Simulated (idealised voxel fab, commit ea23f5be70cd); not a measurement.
Process module heading - voxel capacitor over wiring
Displayed cross-section: cut, width of 255 nm, square cells sized 5 nm.
In this document a cross-section is written as a grid of square cells. It is given as a series of bands, listed from the top down, and a band is one or more rows of cells. The band entry comprises the height of the band's top followed by the height of its bottom, expressed in nm, and subsequently the band's materials from left to right, each stated together with its width in nm. Where a single material is marked with the word "all across", that material fills the band from edge to edge. The word "blank" represents empty space. Heights are reckoned from 0. Under this level, the received wafer is all of one material. The bottommost band is open-ended downward, for example "top 0, no bottom". It should be noted that a width expressed as "30..40" varies in equal increments from row to row of cells within the band, taking the value of the first number at the top row and that of the second number at the bottom row. Given "nothing was modified" for a step, no cell of the cross-section differs between before and after that step. Reported under the label "Closed internal voids" are the empty spaces having no open way to the top and comprising 8 cells or more; the notation for each is width x height at distance, in which the distance is measured from the left edge and all three values are in nm. Formally, on a step line, whatever follows the settings is a remark that the simulator itself makes on the step. overlay nm: mask right of planned place by this much (step with mask). Neg. = left.

PLANNED STEP LIST FOR THE PROCESS
1) RECEIVE | material Si
2) CONFORMAL_DEP | material SiO2 | thk nm 10
3) CONFORMAL_DEP | material SiN | thk nm 5
4) DIRECTIONAL_DEP | material SiO2 | thk nm 20
5) PATTERN | tone open | mask id METAL_1 | material resist | width nm 30 | pitch nm 80 | thk nm 15 | overlay nm 0
6) DIRECTIONAL_ETCH | etch materials SiO2 | depth nm 20
7) DIRECTIONAL_ETCH | etch materials SiN | depth nm 5
8) STRIP | etch materials resist
9) CONFORMAL_DEP | material TiN | thk nm 5
10) FILL_DEP | material Ru | thk nm 5
11) CMP | height nm 35
12) EPI | material Ru | thk nm 5
13) FILL_DEP | material SiCN | thk nm 5
14) DIRECTIONAL_DEP | material lowk | thk nm 10
15) PATTERN | tone open | mask id PLUG_1 | material resist | width nm 15 | thk nm 15 | overlay nm 0
16) DIRECTIONAL_ETCH | etch materials lowk | depth nm 10
17) DIRECTIONAL_ETCH | etch materials SiCN | depth nm 5
18) STRIP | etch materials resist
19) EPI | material Ru | thk nm 10
20) EPI | material Ru | thk nm 5
21) DIRECTIONAL_DEP | material TiN | thk nm 5
22) DIRECTIONAL_DEP | material SiN | thk nm 5
23) DIRECTIONAL_DEP | material TiN | thk nm 10
24) DIRECTIONAL_DEP | material aC | thk nm 10
25) PATTERN | tone cover | mask id UPPER_PLATE | material resist | width nm 55 | thk nm 25 | overlay nm 0
26) DIRECTIONAL_ETCH | etch materials aC | depth nm 10
27) STRIP | etch materials resist
28) DIRECTIONAL_ETCH | etch materials TiN | depth nm 10
29) DIRECTIONAL_ETCH | etch materials SiN | depth nm 5
30) STRIP | etch materials aC
31) PATTERN | tone cover | mask id LOWER_PLATE | material resist | width nm 65 | thk nm 20 | overlay nm 0
32) DIRECTIONAL_ETCH | etch materials TiN | depth nm 5
33) STRIP | etch materials resist
34) FILL_DEP | material SiO2 | thk nm 15
35) CMP | height nm 85
36) DIRECTIONAL_DEP | material aC | thk nm 10
37) PATTERN | tone open | mask id PLUG_2 | material resist | width nm 15 | thk nm 30 | overlay nm 0
38) DIRECTIONAL_ETCH | etch materials aC | depth nm 10
39) STRIP | etch materials resist
40) DIRECTIONAL_ETCH | etch materials SiO2 | depth nm 10
41) STRIP | etch materials aC
42) CONFORMAL_DEP | material TiN | thk nm 5
43) FILL_DEP | material Ru | thk nm 5
44) CMP | height nm 85
45) CONFORMAL_DEP | material SiN | thk nm 5

ACCOUNT OF THE FIRST OF TWO WAFERS, WHICH WAS PROCESSED AS INTENDED

RECEIVED-STATE CROSS-SECTION, REFLECTING COMPLETION OF STEP 1
    top 0, no bottom | Si all across
    Closed internal voids: none

ONCE STEP 2 IS THROUGH, THE WAFER LOOKS LIKE THIS IN CROSS-SECTION
    top 10, bottom 0 | SiO2 all across
    Unchanged below 0.

ONCE STEP 3 IS THROUGH, THE WAFER LOOKS LIKE THIS IN CROSS-SECTION
    top 15, bottom 10 | SiN all across
    Unchanged below 10.

ONCE STEP 4 IS THROUGH, THE WAFER LOOKS LIKE THIS IN CROSS-SECTION
    top 35, bottom 15 | SiO2 all across
    Unchanged below 15.

ONCE STEP 5 IS THROUGH, THE WAFER LOOKS LIKE THIS IN CROSS-SECTION
    top 50, bottom 35 | resist=70 | blank=30 | resist=50 | blank=30 | resist=75
    Unchanged below 35.

ONCE STEP 6 IS THROUGH, THE WAFER LOOKS LIKE THIS IN CROSS-SECTION
    top 50, bottom 35 | resist=70 | blank=30 | resist=50 | blank=30 | resist=75
    top 35, bottom 15 | SiO2=70 | blank=30 | SiO2=50 | blank=30 | SiO2=75
    Unchanged below 15.

ONCE STEP 7 IS THROUGH, THE WAFER LOOKS LIKE THIS IN CROSS-SECTION
    top 50, bottom 35 | resist=70 | blank=30 | resist=50 | blank=30 | resist=75
    top 35, bottom 15 | SiO2=70 | blank=30 | SiO2=50 | blank=30 | SiO2=75
    top 15, bottom 10 | SiN=70 | blank=30 | SiN=50 | blank=30 | SiN=75
    Unchanged below 10.

ONCE STEP 8 IS THROUGH, THE WAFER LOOKS LIKE THIS IN CROSS-SECTION
    top 35, bottom 15 | SiO2=70 | blank=30 | SiO2=50 | blank=30 | SiO2=75
    Unchanged below 15.

ONCE STEP 9 IS THROUGH, THE WAFER LOOKS LIKE THIS IN CROSS-SECTION
    top 40, bottom 35 | TiN=75 | blank=20 | TiN=60 | blank=20 | TiN=80
    top 35, bottom 15 | SiO2=70 | TiN=5 | blank=20 | TiN=5 | SiO2=50 | TiN=5 | blank=20 | TiN=5 | SiO2=75
    top 15, bottom 10 | SiN=70 | TiN=30 | SiN=50 | TiN=30 | SiN=75
    Unchanged below 10.

ONCE STEP 10 IS THROUGH, THE WAFER LOOKS LIKE THIS IN CROSS-SECTION
    top 45, bottom 40 | Ru all across
    top 40, bottom 35 | TiN=75 | Ru=20 | TiN=60 | Ru=20 | TiN=80
    top 35, bottom 15 | SiO2=70 | TiN=5 | Ru=20 | TiN=5 | SiO2=50 | TiN=5 | Ru=20 | TiN=5 | SiO2=75
    Unchanged below 15.

ONCE STEP 11 IS THROUGH, THE WAFER LOOKS LIKE THIS IN CROSS-SECTION
    top 35, bottom 15 | SiO2=70 | TiN=5 | Ru=20 | TiN=5 | SiO2=50 | TiN=5 | Ru=20 | TiN=5 | SiO2=75
    Unchanged below 15.

ONCE STEP 12 IS THROUGH, THE WAFER LOOKS LIKE THIS IN CROSS-SECTION
    top 40, bottom 35 | blank=65 | Ru=40 | blank=40 | Ru=40 | blank=70
    Unchanged below 35.

ONCE STEP 13 IS THROUGH, THE WAFER LOOKS LIKE THIS IN CROSS-SECTION
    top 45, bottom 40 | SiCN all across
    top 40, bottom 35 | SiCN=65 | Ru=40 | SiCN=40 | Ru=40 | SiCN=70
    Unchanged below 35.

ONCE STEP 14 IS THROUGH, THE WAFER LOOKS LIKE THIS IN CROSS-SECTION
    top 55, bottom 45 | lowk all across
    Unchanged below 45.

ONCE STEP 15 IS THROUGH, THE WAFER LOOKS LIKE THIS IN CROSS-SECTION
    top 70, bottom 55 | resist=85 | blank=15 | resist=155
    Unchanged below 55.

ONCE STEP 16 IS THROUGH, THE WAFER LOOKS LIKE THIS IN CROSS-SECTION
    top 70, bottom 55 | resist=85 | blank=15 | resist=155
    top 55, bottom 45 | lowk=85 | blank=15 | lowk=155
    Unchanged below 45.

ONCE STEP 17 IS THROUGH, THE WAFER LOOKS LIKE THIS IN CROSS-SECTION
    top 70, bottom 55 | resist=85 | blank=15 | resist=155
    top 55, bottom 45 | lowk=85 | blank=15 | lowk=155
    top 45, bottom 40 | SiCN=85 | blank=15 | SiCN=155
    Unchanged below 40.

ONCE STEP 18 IS THROUGH, THE WAFER LOOKS LIKE THIS IN CROSS-SECTION
    top 55, bottom 45 | lowk=85 | blank=15 | lowk=155
    Unchanged below 45.

ONCE STEP 19 IS THROUGH, THE WAFER LOOKS LIKE THIS IN CROSS-SECTION
    top 55, bottom 50 | lowk=85 | blank=15 | lowk=155
    top 50, bottom 45 | lowk=85 | Ru=15 | lowk=155
    top 45, bottom 40 | SiCN=85 | Ru=15 | SiCN=155
    Unchanged below 40.

ONCE STEP 20 IS THROUGH, THE WAFER LOOKS LIKE THIS IN CROSS-SECTION
    top 55, bottom 45 | lowk=85 | Ru=15 | lowk=155
    Unchanged below 45.

ONCE STEP 21 IS THROUGH, THE WAFER LOOKS LIKE THIS IN CROSS-SECTION
    top 60, bottom 55 | TiN all across
    Unchanged below 55.

ONCE STEP 22 IS THROUGH, THE WAFER LOOKS LIKE THIS IN CROSS-SECTION
    top 65, bottom 60 | SiN all across
    Unchanged below 60.

ONCE STEP 23 IS THROUGH, THE WAFER LOOKS LIKE THIS IN CROSS-SECTION
    top 75, bottom 65 | TiN all across
    Unchanged below 65.

ONCE STEP 24 IS THROUGH, THE WAFER LOOKS LIKE THIS IN CROSS-SECTION
    top 85, bottom 75 | aC all across
    Unchanged below 75.

ONCE STEP 25 IS THROUGH, THE WAFER LOOKS LIKE THIS IN CROSS-SECTION
    top 110, bottom 85 | blank=85 | resist=55 | blank=115
    Unchanged below 85.

ONCE STEP 26 IS THROUGH, THE WAFER LOOKS LIKE THIS IN CROSS-SECTION
    top 100, bottom 85 | blank=85 | resist=55 | blank=115
    top 85, bottom 75 | blank=85 | aC=55 | blank=115
    Unchanged below 75.

ONCE STEP 27 IS THROUGH, THE WAFER LOOKS LIKE THIS IN CROSS-SECTION
    top 85, bottom 75 | blank=85 | aC=55 | blank=115
    Unchanged below 75.

ONCE STEP 28 IS THROUGH, THE WAFER LOOKS LIKE THIS IN CROSS-SECTION
    top 85, bottom 75 | blank=85 | aC=55 | blank=115
    top 75, bottom 65 | blank=85 | TiN=55 | blank=115
    Unchanged below 65.

ONCE STEP 29 IS THROUGH, THE WAFER LOOKS LIKE THIS IN CROSS-SECTION
    top 85, bottom 75 | blank=85 | aC=55 | blank=115
    top 75, bottom 65 | blank=85 | TiN=55 | blank=115
    top 65, bottom 60 | blank=85 | SiN=55 | blank=115
    Unchanged below 60.

ONCE STEP 30 IS THROUGH, THE WAFER LOOKS LIKE THIS IN CROSS-SECTION
    top 75, bottom 65 | blank=85 | TiN=55 | blank=115
    Unchanged below 65.

ONCE STEP 31 IS THROUGH, THE WAFER LOOKS LIKE THIS IN CROSS-SECTION
    top 95, bottom 75 | blank=80 | resist=65 | blank=110
    top 75, bottom 65 | blank=80 | resist=5 | TiN=55 | resist=5 | blank=110
    top 65, bottom 60 | blank=80 | resist=5 | SiN=55 | resist=5 | blank=110
    Unchanged below 60.

ONCE STEP 32 IS THROUGH, THE WAFER LOOKS LIKE THIS IN CROSS-SECTION
    top 95, bottom 75 | blank=80 | resist=65 | blank=110
    top 75, bottom 65 | blank=80 | resist=5 | TiN=55 | resist=5 | blank=110
    top 65, bottom 60 | blank=80 | resist=5 | SiN=55 | resist=5 | blank=110
    top 60, bottom 55 | blank=80 | TiN=65 | blank=110
    Unchanged below 55.

ONCE STEP 33 IS THROUGH, THE WAFER LOOKS LIKE THIS IN CROSS-SECTION
    top 75, bottom 65 | blank=85 | TiN=55 | blank=115
    top 65, bottom 60 | blank=85 | SiN=55 | blank=115
    Unchanged below 60.

ONCE STEP 34 IS THROUGH, THE WAFER LOOKS LIKE THIS IN CROSS-SECTION
    top 90, bottom 75 | SiO2 all across
    top 75, bottom 65 | SiO2=85 | TiN=55 | SiO2=115
    top 65, bottom 60 | SiO2=85 | SiN=55 | SiO2=115
    top 60, bottom 55 | SiO2=80 | TiN=65 | SiO2=110
    Unchanged below 55.

ONCE STEP 35 IS THROUGH, THE WAFER LOOKS LIKE THIS IN CROSS-SECTION
    top 85, bottom 75 | SiO2 all across
    Unchanged below 75.

ONCE STEP 36 IS THROUGH, THE WAFER LOOKS LIKE THIS IN CROSS-SECTION
    top 95, bottom 85 | aC all across
    Unchanged below 85.

ONCE STEP 37 IS THROUGH, THE WAFER LOOKS LIKE THIS IN CROSS-SECTION
    top 125, bottom 95 | resist=95 | blank=15 | resist=145
    Unchanged below 95.

ONCE STEP 38 IS THROUGH, THE WAFER LOOKS LIKE THIS IN CROSS-SECTION
    top 115, bottom 95 | resist=95 | blank=15 | resist=145
    top 95, bottom 85 | aC=95 | blank=15 | aC=145
    Unchanged below 85.

ONCE STEP 39 IS THROUGH, THE WAFER LOOKS LIKE THIS IN CROSS-SECTION
    top 95, bottom 85 | aC=95 | blank=15 | aC=145
    Unchanged below 85.

ONCE STEP 40 IS THROUGH, THE WAFER LOOKS LIKE THIS IN CROSS-SECTION
    top 95, bottom 85 | aC=95 | blank=15 | aC=145
    top 85, bottom 75 | SiO2=95 | blank=15 | SiO2=145
    Unchanged below 75.

ONCE STEP 41 IS THROUGH, THE WAFER LOOKS LIKE THIS IN CROSS-SECTION
    top 85, bottom 75 | SiO2=95 | blank=15 | SiO2=145
    Unchanged below 75.

ONCE STEP 42 IS THROUGH, THE WAFER LOOKS LIKE THIS IN CROSS-SECTION
    top 90, bottom 85 | TiN=100 | blank=5 | TiN=150
    top 85, bottom 80 | SiO2=95 | TiN=5 | blank=5 | TiN=5 | SiO2=145
    top 80, bottom 75 | SiO2=95 | TiN=15 | SiO2=145
    Unchanged below 75.

ONCE STEP 43 IS THROUGH, THE WAFER LOOKS LIKE THIS IN CROSS-SECTION
    top 95, bottom 90 | Ru all across
    top 90, bottom 85 | TiN=100 | Ru=5 | TiN=150
    top 85, bottom 80 | SiO2=95 | TiN=5 | Ru=5 | TiN=5 | SiO2=145
    Unchanged below 80.

ONCE STEP 44 IS THROUGH, THE WAFER LOOKS LIKE THIS IN CROSS-SECTION
    top 85, bottom 80 | SiO2=95 | TiN=5 | Ru=5 | TiN=5 | SiO2=145
    Unchanged below 80.

ONCE STEP 45 IS THROUGH, THE WAFER LOOKS LIKE THIS IN CROSS-SECTION
    top 90, bottom 85 | SiN all across
    Unchanged below 85.

FOR THE SECOND WAFER, TAKE THE FIRST WAFER'S START AND PLAN, THEN ADD ONE MISTAKE MADE IN RUNNING IT; EVERYTHING THROUGH STEP 22, THAT STEP INCLUDED, IS SHARED WITH THE FIRST

SECOND WAFER, SECTIONED VIEW, AT STEP 23'S PLANNED END TIME
    top 80, bottom 65 | TiN all across
    Unchanged below 65.

SECOND WAFER, SECTIONED VIEW, AT STEP 24'S PLANNED END TIME
    top 90, bottom 80 | aC all across
    Unchanged below 80.

SECOND WAFER, SECTIONED VIEW, AT STEP 25'S PLANNED END TIME
    top 115, bottom 90 | blank=85 | resist=55 | blank=115
    Unchanged below 90.

SECOND WAFER, SECTIONED VIEW, AT STEP 26'S PLANNED END TIME
    top 105, bottom 90 | blank=85 | resist=55 | blank=115
    top 90, bottom 80 | blank=85 | aC=55 | blank=115
    Unchanged below 80.

SECOND WAFER, SECTIONED VIEW, AT STEP 27'S PLANNED END TIME
    top 90, bottom 80 | blank=85 | aC=55 | blank=115
    Unchanged below 80.

SECOND WAFER, SECTIONED VIEW, AT STEP 28'S PLANNED END TIME
    top 90, bottom 80 | blank=85 | aC=55 | blank=115
    top 80, bottom 70 | blank=85 | TiN=55 | blank=115
    Unchanged below 70.

Second wafer, sectioned view, at step 29's planned end time: nothing was modified

SECOND WAFER, SECTIONED VIEW, AT STEP 30'S PLANNED END TIME
    top 80, bottom 70 | blank=85 | TiN=55 | blank=115
    Unchanged below 70.

SECOND WAFER, SECTIONED VIEW, AT STEP 31'S PLANNED END TIME
    top 100, bottom 80 | blank=80 | resist=65 | blank=110
    top 80, bottom 70 | blank=80 | resist=5 | TiN=55 | resist=5 | blank=110
    Unchanged below 70.

SECOND WAFER, SECTIONED VIEW, AT STEP 32'S PLANNED END TIME
    top 100, bottom 80 | blank=80 | resist=65 | blank=110
    top 80, bottom 70 | blank=80 | resist=5 | TiN=55 | resist=5 | blank=110
    top 70, bottom 65 | blank=80 | TiN=65 | blank=110
    Unchanged below 65.

SECOND WAFER, SECTIONED VIEW, AT STEP 33'S PLANNED END TIME
    top 80, bottom 70 | blank=85 | TiN=55 | blank=115
    Unchanged below 70.

SECOND WAFER, SECTIONED VIEW, AT STEP 34'S PLANNED END TIME
    top 95, bottom 80 | SiO2 all across
    top 80, bottom 70 | SiO2=85 | TiN=55 | SiO2=115
    top 70, bottom 65 | SiO2=80 | TiN=65 | SiO2=110
    Unchanged below 65.

SECOND WAFER, SECTIONED VIEW, AT STEP 35'S PLANNED END TIME
    top 85, bottom 80 | SiO2 all across
    Unchanged below 80.

SECOND WAFER, SECTIONED VIEW, AT STEP 36'S PLANNED END TIME
    top 95, bottom 85 | aC all across
    Unchanged below 85.

SECOND WAFER, SECTIONED VIEW, AT STEP 37'S PLANNED END TIME
    top 125, bottom 95 | resist=95 | blank=15 | resist=145
    Unchanged below 95.

SECOND WAFER, SECTIONED VIEW, AT STEP 38'S PLANNED END TIME
    top 115, bottom 95 | resist=95 | blank=15 | resist=145
    top 95, bottom 85 | aC=95 | blank=15 | aC=145
    Unchanged below 85.

SECOND WAFER, SECTIONED VIEW, AT STEP 39'S PLANNED END TIME
    top 95, bottom 85 | aC=95 | blank=15 | aC=145
    Unchanged below 85.

SECOND WAFER, SECTIONED VIEW, AT STEP 40'S PLANNED END TIME
    top 95, bottom 85 | aC=95 | blank=15 | aC=145
    top 85, bottom 80 | SiO2=95 | blank=15 | SiO2=145
    Unchanged below 80.

SECOND WAFER, SECTIONED VIEW, AT STEP 41'S PLANNED END TIME
    top 85, bottom 80 | SiO2=95 | blank=15 | SiO2=145
    Unchanged below 80.

SECOND WAFER, SECTIONED VIEW, AT STEP 42'S PLANNED END TIME
    top 90, bottom 85 | TiN=100 | blank=5 | TiN=150
    top 85, bottom 80 | SiO2=95 | TiN=15 | SiO2=145
    Unchanged below 80.

SECOND WAFER, SECTIONED VIEW, AT STEP 43'S PLANNED END TIME
    top 95, bottom 90 | Ru all across
    top 90, bottom 85 | TiN=100 | Ru=5 | TiN=150
    Unchanged below 85.

SECOND WAFER, SECTIONED VIEW, AT STEP 44'S PLANNED END TIME
    top 85, bottom 80 | SiO2=95 | TiN=15 | SiO2=145
    Unchanged below 80.

SECOND WAFER, SECTIONED VIEW, AT STEP 45'S PLANNED END TIME
    top 90, bottom 85 | SiN all across
    Unchanged below 85.
Short version of what went wrong: rather than as planned, step 23 actually ran as DIRECTIONAL_DEP | material TiN | thk nm 15
The final cell counts differ between the wafers, with the second having more or fewer of some materials than the first: Ru -1; SiN +40; SiO2 -88; TiN +49
